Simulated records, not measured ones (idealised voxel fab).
Process module under the name voxel gate over fins
We display cut, a cross-section 230 nm in width whose square cells are each 5 nm.
This document writes a cross-section as a grid whose cells are square, and gives it as bands, listed from the top down; one or more rows of cells form a band.
This entry defines a band. It first specifies the height of the band's top and the height of its bottom in nm, and then specifies the band's materials from left to right, stating each material with its width in nm. The word "edge to edge" identifies a single material that fills the band from edge to edge, while the word "blank" identifies empty space.
Heads up on the height convention: 0 is the point under which the incoming wafer is all one material, and the lowest band has no bottom, it just keeps going down, like "0..down".
The width entry "30..40" should be interpreted row by row: the top row of cells in the band takes the first number, the bottom row takes the second number, and the change between adjacent rows is uniform throughout.
Step marked "no change occurred"? Then no cell in the cross-section changed in it.
Closed empty spaces (no open way to the top) of 8 cells or more are what "Enclosed void list" lists, each as width x height at distance from the left edge, nm for all three.
after a step's settings: what the simulator itself notes on the step
For masked steps, "overlay nm" on the step line gives how far right of plan the mask actually lay; a minus sign means it lay to the left.
## Planned process steps
1. RECEIVE (material Si)
2. CONFORMAL_DEP (material SiN; thk nm 10)
3. PATTERN (tone cover; mask id FINS; material resist; width nm 15; pitch nm 40; thk nm 15; overlay nm -15)
4. DIRECTIONAL_ETCH (etch materials SiN; depth nm 10)
5. DIRECTIONAL_ETCH (etch materials Si; depth nm 40)
6. STRIP (etch materials resist)
7. OXIDIZE (depth nm 5)
8. FILL_DEP (material SiO2; thk nm 15)
9. CMP (height nm 10)
10. SELECTIVE_ETCH (etch materials SiO2; depth nm 20)
11. STRIP (etch materials SiN)
12. CONFORMAL_DEP (material HfO2; thk nm 5)
13. CONFORMAL_DEP (material TiN; thk nm 5)
14. CONFORMAL_DEP (material TiAl; thk nm 5)
15. CONFORMAL_DEP (material TiN; thk nm 5)
16. FILL_DEP (material W; thk nm 10)
17. CMP (height nm 25)
18. CONFORMAL_DEP (material SiCN; thk nm 5)
Across this set of wafers, the varied parameter is the overlay nm of step 3. Starting conditions are identical for every wafer, and the plan reports the value assigned to the first wafer.
## Here's the first of the wafers in cross-section, just as we got it, i.e. after step 1
	0..down = Si edge to edge
	Enclosed void list: none
## Cross-section, first of several wafers, end of module, after last step 18
	30..25 = SiCN edge to edge
	25..20 = W edge to edge
	20..15 = 35 W, 125 TiN, 70 W
	15..10 = 35 W, 5 TiN, 35 TiAl, 5 TiN, 35 TiAl, 5 TiN, 35 TiAl, 5 TiN, 70 W
	10..5 = 40 TiN, 5 TiAl, 25 TiN, 5 TiAl, 5 TiN, 5 TiAl, 25 TiN, 5 TiAl, 5 TiN, 5 TiAl, 25 TiN, 5 TiAl, 75 TiN
	5..0 = 45 TiAl, 5 TiN, 15 HfO2, 5 TiN, 15 TiAl, 5 TiN, 15 HfO2, 5 TiN, 15 TiAl, 5 TiN, 15 HfO2, 5 TiN, 80 TiAl
	0..-5 = 50 TiN, 5 HfO2, 5 Si, 5 HfO2, 25 TiN, 5 HfO2, 5 Si, 5 HfO2, 25 TiN, 5 HfO2, 5 Si, 5 HfO2, 85 TiN
	-5..-10 = 55 HfO2, 5 Si, 35 HfO2, 5 Si, 35 HfO2, 5 Si, 90 HfO2
	-10..-45 = 55 SiO2, 5 Si, 35 SiO2, 5 Si, 35 SiO2, 5 Si, 90 SiO2
	-45..down = Si edge to edge
	Enclosed void list: none
## last wafer at the end
	30..25 = SiCN edge to edge
	25..20 = W edge to edge
	20..15 = 65 W, 125 TiN, 40 W
	15..10 = 65 W, 5 TiN, 35 TiAl, 5 TiN, 35 TiAl, 5 TiN, 35 TiAl, 5 TiN, 40 W
	10..5 = 70 TiN, 5 TiAl, 25 TiN, 5 TiAl, 5 TiN, 5 TiAl, 25 TiN, 5 TiAl, 5 TiN, 5 TiAl, 25 TiN, 5 TiAl, 45 TiN
	5..0 = 75 TiAl, 5 TiN, 15 HfO2, 5 TiN, 15 TiAl, 5 TiN, 15 HfO2, 5 TiN, 15 TiAl, 5 TiN, 15 HfO2, 5 TiN, 50 TiAl
	0..-5 = 80 TiN, 5 HfO2, 5 Si, 5 HfO2, 25 TiN, 5 HfO2, 5 Si, 5 HfO2, 25 TiN, 5 HfO2, 5 Si, 5 HfO2, 55 TiN
	-5..-10 = 85 HfO2, 5 Si, 35 HfO2, 5 Si, 35 HfO2, 5 Si, 60 HfO2
	-10..-45 = 85 SiO2, 5 Si, 35 SiO2, 5 Si, 35 SiO2, 5 Si, 60 SiO2
	-45..down = Si edge to edge
	Enclosed void list: none
## Each row below is a wafer at the end of the module, listing for every material the number of cells it has gained (+) or lost (-) since it was received, followed by its closed voids
overlay nm -15, +58 HfO2, -387 Si, +46 SiCN, +301 SiO2, +58 TiAl, +112 TiN, +88 W, Enclosed void list: none
overlay nm -10, +58 HfO2, -387 Si, +46 SiCN, +301 SiO2, +58 TiAl, +112 TiN, +88 W, Enclosed void list: none
overlay nm -5, +58 HfO2, -387 Si, +46 SiCN, +301 SiO2, +58 TiAl, +112 TiN, +88 W, Enclosed void list: none
overlay nm 0, +58 HfO2, -387 Si, +46 SiCN, +301 SiO2, +58 TiAl, +112 TiN, +88 W, Enclosed void list: none
overlay nm 5, +58 HfO2, -387 Si, +46 SiCN, +301 SiO2, +58 TiAl, +112 TiN, +88 W, Enclosed void list: none
overlay nm 10, +58 HfO2, -387 Si, +46 SiCN, +301 SiO2, +58 TiAl, +112 TiN, +88 W, Enclosed void list: none
overlay nm 15, +58 HfO2, -387 Si, +46 SiCN, +301 SiO2, +58 TiAl, +112 TiN, +88 W, Enclosed void list: none
